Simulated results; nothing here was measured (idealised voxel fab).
A process module follows: voxel capacitor over wiring.
The figure presents cross-section cut, which has a width of 155 nm and is divided into square cells with an edge length of 5 nm.
Cross-section spec: square-cell grid; bands listed top down; each band is one or more rows.
Per band: top height and bottom height in nm, followed by the left-to-right materials and their widths in nm; "full width" marks a single material spanning edge to edge, "air" marks empty space.
Height 0 is the level under which the wafer as received is all one material. The lowest band goes on downwards, as in "0 and below".
When a width is written as two numbers, as in "30..40", the first number is the width in the top row of cells of the band and the second is the width in its bottom row, and the width changes by the same amount from each row to the next.
When a step is marked "stayed the same", none of the cells in the cross-section changed during that step.
What "Sealed void inventory" gives you is every empty space of 8 cells or more that is cut off from the top. Each appears as width x height at distance, with the distance taken from the left edge and width, height and distance all in nm.
Anything after a step's settings on that line? It's the simulator's own note about the step.
overlay nm: mask offset rightward from planned place, masked step; negative means leftward offset.

SET OUT BELOW ARE THE PLANNED STEPS OF THE PROCESS
1) RECEIVE: material Si
2) CONFORMAL_DEP: material SiO2, thk nm 15
3) CONFORMAL_DEP: material SiCN, thk nm 5
4) DIRECTIONAL_DEP: material SiO2, thk nm 25
5) DIRECTIONAL_DEP: material aC, thk nm 10
6) PATTERN: tone open, mask id METAL_1, material resist, width nm 30, pitch nm 95, thk nm 30, overlay nm 0
7) DIRECTIONAL_ETCH: etch materials aC, depth nm 10
8) STRIP: etch materials resist
9) DIRECTIONAL_ETCH: etch materials SiO2, depth nm 25
10) DIRECTIONAL_ETCH: etch materials SiCN, depth nm 5
11) STRIP: etch materials aC
12) CONFORMAL_DEP: material TiN, thk nm 5
13) FILL_DEP: material Cu, thk nm 10
14) CMP: height nm 45
15) CONFORMAL_DEP: material SiCN, thk nm 5
16) DIRECTIONAL_DEP: material SiO2, thk nm 10
17) MASKED_ETCH: tone open, mask id PLUG_1, width nm 15, etch materials SiO2, depth nm 10, overlay nm 0
18) MASKED_ETCH: tone open, mask id PLUG_1, width nm 15, etch materials SiCN, depth nm 5, overlay nm 0
19) CONFORMAL_DEP: material TiN, thk nm 5
20) FILL_DEP: material W, thk nm 10
21) CMP: height nm 60
22) DIRECTIONAL_DEP: material TiN, thk nm 10
23) DIRECTIONAL_DEP: material HfO2, thk nm 5
24) DIRECTIONAL_DEP: material TiN, thk nm 10
25) PATTERN: tone cover, mask id UPPER_PLATE, material resist, width nm 70, thk nm 15, overlay nm 0
26) DIRECTIONAL_ETCH: etch materials TiN, depth nm 10
27) DIRECTIONAL_ETCH: etch materials HfO2, depth nm 5
28) STRIP: etch materials resist
29) DIRECTIONAL_DEP: material aC, thk nm 10
30) PATTERN: tone cover, mask id LOWER_PLATE, material resist, width nm 80, thk nm 25, overlay nm 0
31) DIRECTIONAL_ETCH: etch materials aC, depth nm 10
32) STRIP: etch materials resist
33) DIRECTIONAL_ETCH: etch materials TiN, depth nm 10
34) STRIP: etch materials aC
35) FILL_DEP: material SiO2, thk nm 20
36) CMP: height nm 100
37) MASKED_ETCH: tone open, mask id PLUG_2, width nm 15, etch materials SiO2, depth nm 15, overlay nm 0
38) CONFORMAL_DEP: material TiN, thk nm 5
39) FILL_DEP: material Ru, thk nm 10
40) CMP: height nm 100
41) CONFORMAL_DEP: material SiCN, thk nm 5

INCOMING WAFER IN CROSS-SECTION (STATE: AFTER STEP 1)
    0 and below  Si full width
    Sealed void inventory: none

POST-MODULE CROSS-SECTION OF THE FIRST OF TWO WAFERS (RUN PER PLAN)
    105 down to 100  SiCN full width
    100 down to 90  SiO2: 40 / TiN: 5 / Ru: 5 / TiN: 5 / SiO2: 100
    90 down to 85  SiO2: 40 / TiN: 15 / SiO2: 100
    85 down to 75  SiO2: 30 / TiN: 70 / SiO2: 55
    75 down to 70  SiO2: 30 / HfO2: 70 / SiO2: 55
    70 down to 60  SiO2: 25 / TiN: 80 / SiO2: 50
    60 down to 50  SiO2: 30 / TiN: 5 / W: 5 / TiN: 5 / SiO2: 110
    50 down to 45  SiCN: 30 / TiN: 15 / SiCN: 110
    45 down to 20  SiO2: 15 / TiN: 5 / Cu: 20 / TiN: 5 / SiO2: 65 / TiN: 5 / Cu: 20 / TiN: 5 / SiO2: 15
    20 down to 15  SiCN: 15 / TiN: 30 / SiCN: 65 / TiN: 30 / SiCN: 15
    15 down to 0  SiO2 full width
    0 and below  Si full width
    Sealed void inventory: none

THIS IS THE SECOND OF THE TWO WAFERS, CROSS-SECTIONED AT THE END OF THE MODULE; IT STARTED EXACTLY LIKE THE FIRST AND WAS GIVEN THE SAME PLAN, BUT IT WAS RUN WITH ONE MISTAKE
    105 down to 100  SiCN full width
    100 down to 90  SiO2: 40 / TiN: 5 / Ru: 5 / TiN: 5 / SiO2: 100
    90 down to 85  SiO2: 40 / TiN: 15 / SiO2: 100
    85 down to 75  SiO2: 30 / TiN: 70 / SiO2: 55
    75 down to 70  SiO2: 30 / HfO2: 70 / SiO2: 55
    70 down to 60  SiO2: 25 / TiN: 80 / SiO2: 50
    60 down to 50  SiO2: 30 / TiN: 5 / W: 5 / TiN: 5 / SiO2: 110
    50 down to 45  SiCN: 30 / TiN: 15 / SiCN: 110
    45 down to 40  SiCN: 15 / TiN: 30 / SiCN: 65 / TiN: 30 / SiCN: 15
    40 down to 0  SiO2 full width
    0 and below  Si full width
    Sealed void inventory: none
Here's what went sideways: the intended sequence of steps 3 and 4 was reversed during processing, with each occupying the position of the other
At the finish, the second wafer shows more or fewer cells for some materials than the first does: -40 Cu | +60 SiO2 | -20 TiN
